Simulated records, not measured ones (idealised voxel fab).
process module | voxel trench capacitor
cross-section cut | 265 nm wide | cells 5 nm
A cross-section is a grid of square cells, given in bands from the top down. A band is one or more rows of cells.
Each band's line starts with the height of the band's top and of its bottom, in nm. Then come its materials from left to right, each with its width in nm. One material with "throughout" fills the band from edge to edge. "air" is empty space.
Height 0 is the level under which the wafer as received is all one material. The lowest band goes on downwards, as in "0 down".
A width such as "30 to 40" changes by the same amount from each row of cells to the next, from the band's top row to its bottom row.
"no change" after a step means that no cell of the cross-section changed.
closed voids: empty space of 8 cells or more with no open way to the top, each as width x height at its distance from the left edge, in nm
after a step's settings: what the simulator itself notes on the step
overlay nm, on a step with a mask: how far to the right of its planned place the mask lay; to the left if negative
plan
1 op RECEIVE | material Si
2 op CONFORMAL_DEP | material SiN | thk nm 10
3 op PATTERN | tone open | mask id TRENCH | material resist | width nm 30 | pitch nm 45 | thk nm 15 | overlay nm 0
4 op DIRECTIONAL_ETCH | etch materials SiN | depth nm 10
5 op DIRECTIONAL_ETCH | etch materials Si | depth nm 40
6 op STRIP | etch materials resist
7 op CONFORMAL_DEP | material HfO2 | thk nm 5
8 op CONFORMAL_DEP | material TiN | thk nm 5
9 op FILL_DEP | material W | thk nm 5
10 op CMP | height nm 10
as received, after step 1
  0 down: Si throughout
  closed voids: none
a wafer at the end: this start, this plan, one mistake
  0 to -30: Si 70 | HfO2 5 | TiN 5 | W 10 | TiN 5 | HfO2 5 | Si 15 | HfO2 5 | TiN 5 | W 10 | TiN 5 | HfO2 5 | Si 15 | HfO2 5 | TiN 5 | W 10 | TiN 5 | HfO2 5 | Si 75
  -30 to -35: Si 70 | HfO2 5 | TiN 20 | HfO2 5 | Si 15 | HfO2 5 | TiN 20 | HfO2 5 | Si 15 | HfO2 5 | TiN 20 | HfO2 5 | Si 75
  -35 to -40: Si 70 | HfO2 30 | Si 15 | HfO2 30 | Si 15 | HfO2 30 | Si 75
  -40 down: Si throughout
  closed voids: none
what went wrong: step 10 ran as: op CMP | height nm 0
